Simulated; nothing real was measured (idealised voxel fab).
process module | voxel ribs on slabs
cross-section cut | 295 nm wide | cells 5 nm
A cross-section is a grid of square cells, given in bands from the top down. A band is one or more rows of cells.
Each band's line starts with the height of the band's top and of its bottom, in nm. Then come its materials from left to right, each with its width in nm. One material with "throughout" fills the band from edge to edge. "air" is empty space.
Height 0 is the level under which the wafer as received is all one material. The lowest band goes on downwards, as in "0 down".
A width such as "30 to 40" changes by the same amount from each row of cells to the next, from the band's top row to its bottom row.
"no change" after a step means that no cell of the cross-section changed.
closed voids: empty space of 8 cells or more with no open way to the top, each as width x height at its distance from the left edge, in nm
after a step's settings: what the simulator itself notes on the step
overlay nm, on a step with a mask: how far to the right of its planned place the mask lay; to the left if negative
plan
1 op RECEIVE | material Si
2 op DIRECTIONAL_DEP | material SiO2 | thk nm 20
3 op DIRECTIONAL_DEP | material SiN | thk nm 15
4 op MASKED_ETCH | tone cover | mask id RIB | width nm 20 | etch materials SiN | depth nm 5 | overlay nm 0
5 op DIRECTIONAL_DEP | material aC | thk nm 15
6 op PATTERN | tone cover | mask id SLAB | material resist | width nm 50 | thk nm 30 | overlay nm 0
7 op DIRECTIONAL_ETCH | etch materials aC | depth nm 15
8 op STRIP | etch materials resist
9 op DIRECTIONAL_ETCH | etch materials SiN | depth nm 10
10 op STRIP | etch materials aC
11 op FILL_DEP | material SiO2 | thk nm 20
12 op CMP | height nm 45
13 op DIRECTIONAL_DEP | material TiN | thk nm 5
14 op PATTERN | tone cover | mask id HEATER | material resist | width nm 30 | thk nm 15 | overlay nm 0
15 op DIRECTIONAL_ETCH | etch materials TiN | depth nm 5
16 op STRIP | etch materials resist
17 op CONFORMAL_DEP | material SiO2 | thk nm 10
as received, after step 1
  0 down: Si throughout
  closed voids: none
a wafer at the end: this start, this plan, one mistake
  60 to 55: air 125 | SiO2 50 | air 120
  55 to 50: SiO2 throughout
  50 to 45: SiO2 135 | TiN 30 | SiO2 130
  45 to 35: SiO2 throughout
  35 to 30: SiO2 135 | SiN 20 | SiO2 140
  30 to 20: SiO2 120 | SiN 50 | SiO2 125
  20 to 0: SiO2 throughout
  0 down: Si throughout
  closed voids: none
what went wrong: step 14 ran as: op PATTERN | tone cover | mask id HEATER | material resist | width nm 30 | thk nm 15 | overlay nm 5
